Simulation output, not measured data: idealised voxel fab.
process module | voxel transistor to metal
cross-section cut | 290 nm wide | cells 5 nm
A cross-section is a grid of square cells, given in bands from the top down. A band is one or more rows of cells.
Each band's line starts with the height of the band's top and of its bottom, in nm. Then come its materials from left to right, each with its width in nm. One material with "throughout" fills the band from edge to edge. "air" is empty space.
Height 0 is the level under which the wafer as received is all one material. The lowest band goes on downwards, as in "0 down".
A width such as "30 to 40" changes by the same amount from each row of cells to the next, from the band's top row to its bottom row.
"no change" after a step means that no cell of the cross-section changed.
closed voids: empty space of 8 cells or more with no open way to the top, each as width x height at its distance from the left edge, in nm
after a step's settings: what the simulator itself notes on the step
overlay nm, on a step with a mask: how far to the right of its planned place the mask lay; to the left if negative
plan
1 op RECEIVE | material Si
2 op OXIDIZE | depth nm 5
3 op CONFORMAL_DEP | material SiN | thk nm 10
4 op MASKED_ETCH | tone cover | mask id ACTIVE | width nm 95 | pitch nm 115 | etch materials SiN | depth nm 10 | overlay nm 0
5 op MASKED_ETCH | tone cover | mask id ACTIVE | width nm 95 | pitch nm 115 | etch materials SiO2 | depth nm 5 | overlay nm 0
6 op MASKED_ETCH | tone cover | mask id ACTIVE | width nm 95 | pitch nm 115 | etch materials Si | depth nm 35 | overlay nm 0
7 op FILL_DEP | material SiO2 | thk nm 10
8 op CMP | height nm 10
9 op SELECTIVE_ETCH | etch materials SiO2 | depth nm 5
10 op STRIP | etch materials SiN
11 op SELECTIVE_ETCH | etch materials SiO2 | depth nm 5
12 op OXIDIZE | depth nm 5
13 op DIRECTIONAL_DEP | material polySi | thk nm 20
14 op DIRECTIONAL_DEP | material SiCN | thk nm 10
15 op MASKED_ETCH | tone cover | mask id GATE | width nm 15 | pitch nm 115 | etch materials SiCN | depth nm 20 | overlay nm 0
16 op MASKED_ETCH | tone cover | mask id GATE | width nm 15 | pitch nm 115 | etch materials polySi | depth nm 30 | overlay nm 0
17 op CONFORMAL_DEP | material SiO2 | thk nm 5
18 op DIRECTIONAL_ETCH | etch materials SiO2 | depth nm 5
19 op CONFORMAL_DEP | material SiN | thk nm 10
20 op DIRECTIONAL_ETCH | etch materials SiN | depth nm 10
21 op DIRECTIONAL_ETCH | etch materials SiO2 | depth nm 5
22 op DIRECTIONAL_ETCH | etch materials Si | depth nm 10
23 op EPI | material nSi | thk nm 10
24 op FILL_DEP | material SiO2 | thk nm 10
25 op CMP | height nm 25
26 op DIRECTIONAL_DEP | material SiO2 | thk nm 15
27 op PATTERN | tone open | mask id CONTACT | material resist | width nm 20 | thk nm 15 | overlay nm 0
28 op DIRECTIONAL_ETCH | etch materials SiO2 | depth nm 40
29 op STRIP | etch materials resist
30 op CONFORMAL_DEP | material TiN | thk nm 5
31 op FILL_DEP | material W | thk nm 10
32 op CMP | height nm 40
33 op CONFORMAL_DEP | material SiN | thk nm 5
34 op DIRECTIONAL_DEP | material lowk | thk nm 20
35 op DIRECTIONAL_DEP | material aC | thk nm 10
36 op PATTERN | tone open | mask id METAL_1 | material resist | width nm 20 | thk nm 25 | overlay nm 0
37 op DIRECTIONAL_ETCH | etch materials aC | depth nm 10
38 op STRIP | etch materials resist
39 op DIRECTIONAL_ETCH | etch materials lowk | depth nm 20
40 op DIRECTIONAL_ETCH | etch materials SiN | depth nm 5
41 op STRIP | etch materials aC
42 op CONFORMAL_DEP | material TiN | thk nm 5
43 op FILL_DEP | material Cu | thk nm 5
44 op CMP | height nm 65
45 op CONFORMAL_DEP | material SiCN | thk nm 5
46 op DIRECTIONAL_DEP | material lowk | thk nm 30
47 op DIRECTIONAL_DEP | material aC | thk nm 15
48 op PATTERN | tone open | mask id METAL_2 | material resist | width nm 20 | pitch nm 115 | thk nm 35 | overlay nm 0
49 op DIRECTIONAL_ETCH | etch materials aC | depth nm 15
50 op STRIP | etch materials resist
51 op DIRECTIONAL_ETCH | etch materials lowk | depth nm 20
52 op STRIP | etch materials aC
53 op MASKED_ETCH | tone open | mask id METAL_2_HOLES | width nm 15 | pitch nm 115 | etch materials lowk | depth nm 10 | overlay nm 0
54 op MASKED_ETCH | tone open | mask id METAL_2_HOLES | width nm 15 | pitch nm 115 | etch materials SiCN | depth nm 5 | overlay nm 0
55 op CONFORMAL_DEP | material TiN | thk nm 5
56 op FILL_DEP | material Cu | thk nm 5
57 op CMP | height nm 100
58 op CONFORMAL_DEP | material SiCN | thk nm 5
as received, after step 1
  0 down: Si throughout
  closed voids: none
first wafer at the end, as planned
  105 to 100: SiCN throughout
  100 to 85: lowk 45 | TiN 5 | Cu 10 | TiN 5 | lowk 95 | TiN 5 | Cu 10 | TiN 5 | lowk 110
  85 to 80: lowk 45 | TiN 5 | Cu 5 | TiN 10 | lowk 95 | TiN 5 | Cu 5 | TiN 10 | lowk 110
  80 to 70: lowk 45 | TiN 5 | Cu 5 | TiN 5 | lowk 100 | TiN 5 | Cu 5 | TiN 5 | lowk 115
  70 to 65: SiCN 45 | TiN 15 | SiCN 100 | TiN 15 | SiCN 115
  65 to 45: lowk 45 | TiN 5 | Cu 10 | TiN 5 | lowk 45 | TiN 5 | Cu 10 | TiN 5 | lowk 30 | TiN 5 | Cu 10 | TiN 5 | lowk 45 | TiN 5 | Cu 10 | TiN 5 | lowk 45
  45 to 40: SiN 45 | TiN 20 | SiN 45 | TiN 20 | SiN 30 | TiN 20 | SiN 45 | TiN 20 | SiN 45
  40 to 25: SiO2 45 | TiN 5 | W 10 | TiN 5 | SiO2 45 | TiN 5 | W 10 | TiN 5 | SiO2 30 | TiN 5 | W 10 | TiN 5 | SiO2 45 | TiN 5 | W 10 | TiN 5 | SiO2 45
  25 to 15: SiO2 45 | TiN 5 | W 10 | TiN 5 | SiN 10 | SiO2 5 | SiCN 15 | SiO2 5 | SiN 10 | TiN 5 | W 10 | TiN 5 | SiO2 30 | TiN 5 | W 10 | TiN 5 | SiN 10 | SiO2 5 | SiCN 15 | SiO2 5 | SiN 10 | TiN 5 | W 10 | TiN 5 | SiO2 45
  15 to 5: SiO2 45 | TiN 5 | W 10 | TiN 5 | SiN 10 | SiO2 5 | polySi 15 | SiO2 5 | SiN 10 | TiN 5 | W 10 | TiN 5 | SiO2 30 | TiN 5 | W 10 | TiN 5 | SiN 10 | SiO2 5 | polySi 15 | SiO2 5 | SiN 10 | TiN 5 | W 10 | TiN 5 | SiO2 45
  5 to 0: SiO2 45 | TiN 20 | SiN 10 | SiO2 5 | polySi 15 | SiO2 5 | SiN 10 | TiN 20 | SiO2 30 | TiN 20 | SiN 10 | SiO2 5 | polySi 15 | SiO2 5 | SiN 10 | TiN 20 | SiO2 45
  0 to -5: SiO2 40 | SiN 10 | nSi 15 | SiN 10 | SiO2 5 | polySi 15 | SiO2 5 | SiN 10 | nSi 15 | SiN 10 | SiO2 20 | SiN 10 | nSi 15 | SiN 10 | SiO2 5 | polySi 15 | SiO2 5 | SiN 10 | nSi 15 | SiN 10 | SiO2 40
  -5 to -10: SiO2 50 | nSi 15 | SiO2 45 | nSi 15 | SiO2 40 | nSi 15 | SiO2 45 | nSi 15 | SiO2 50
  -10 to -20: SiO2 40 | Si 10 | nSi 15 | Si 45 | nSi 15 | Si 10 | SiO2 20 | Si 10 | nSi 15 | Si 45 | nSi 15 | Si 10 | SiO2 40
  -20 to -40: SiO2 40 | Si 95 | SiO2 20 | Si 95 | SiO2 40
  -40 down: Si throughout
  closed voids: none
second wafer at the end: like start, like plan, one mistake
  105 to 100: SiCN throughout
  100 to 85: lowk 45 | TiN 5 | Cu 10 | TiN 5 | lowk 95 | TiN 5 | Cu 10 | TiN 5 | lowk 110
  85 to 80: lowk 45 | TiN 5 | Cu 5 | TiN 10 | lowk 95 | TiN 5 | Cu 5 | TiN 10 | lowk 110
  80 to 70: lowk 45 | TiN 5 | Cu 5 | TiN 5 | lowk 100 | TiN 5 | Cu 5 | TiN 5 | lowk 115
  70 to 65: SiCN 45 | TiN 15 | SiCN 100 | TiN 15 | SiCN 115
  65 to 60: lowk 45 | TiN 5 | Cu 10 | TiN 5 | lowk 45 | TiN 5 | Cu 10 | TiN 5 | lowk 30 | TiN 5 | Cu 10 | TiN 5 | lowk 45 | TiN 5 | Cu 10 | TiN 5 | lowk 45
  60 to 55: SiN 45 | TiN 20 | SiN 45 | TiN 20 | SiN 30 | TiN 20 | SiN 45 | TiN 20 | SiN 45
  55 to 45: W throughout
  45 to 40: TiN 50 | W 10 | TiN 55 | W 10 | TiN 40 | W 10 | TiN 55 | W 10 | TiN 50
  40 to 25: SiO2 45 | TiN 5 | W 10 | TiN 5 | SiO2 45 | TiN 5 | W 10 | TiN 5 | SiO2 30 | TiN 5 | W 10 | TiN 5 | SiO2 45 | TiN 5 | W 10 | TiN 5 | SiO2 45
  25 to 15: SiO2 45 | TiN 5 | W 10 | TiN 5 | SiN 10 | SiO2 5 | SiCN 15 | SiO2 5 | SiN 10 | TiN 5 | W 10 | TiN 5 | SiO2 30 | TiN 5 | W 10 | TiN 5 | SiN 10 | SiO2 5 | SiCN 15 | SiO2 5 | SiN 10 | TiN 5 | W 10 | TiN 5 | SiO2 45
  15 to 5: SiO2 45 | TiN 5 | W 10 | TiN 5 | SiN 10 | SiO2 5 | polySi 15 | SiO2 5 | SiN 10 | TiN 5 | W 10 | TiN 5 | SiO2 30 | TiN 5 | W 10 | TiN 5 | SiN 10 | SiO2 5 | polySi 15 | SiO2 5 | SiN 10 | TiN 5 | W 10 | TiN 5 | SiO2 45
  5 to 0: SiO2 45 | TiN 20 | SiN 10 | SiO2 5 | polySi 15 | SiO2 5 | SiN 10 | TiN 20 | SiO2 30 | TiN 20 | SiN 10 | SiO2 5 | polySi 15 | SiO2 5 | SiN 10 | TiN 20 | SiO2 45
  0 to -5: SiO2 40 | SiN 10 | nSi 15 | SiN 10 | SiO2 5 | polySi 15 | SiO2 5 | SiN 10 | nSi 15 | SiN 10 | SiO2 20 | SiN 10 | nSi 15 | SiN 10 | SiO2 5 | polySi 15 | SiO2 5 | SiN 10 | nSi 15 | SiN 10 | SiO2 40
  -5 to -10: SiO2 50 | nSi 15 | SiO2 45 | nSi 15 | SiO2 40 | nSi 15 | SiO2 45 | nSi 15 | SiO2 50
  -10 to -20: SiO2 40 | Si 10 | nSi 15 | Si 45 | nSi 15 | Si 10 | SiO2 20 | Si 10 | nSi 15 | Si 45 | nSi 15 | Si 10 | SiO2 40
  -20 to -40: SiO2 40 | Si 95 | SiO2 20 | Si 95 | SiO2 40
  -40 down: Si throughout
  closed voids: none
what went wrong: step 32 was left out
at the end the second wafer has, in cells: 24 fewer of Cu | 26 more of TiN | 124 more of W | 126 fewer of lowk
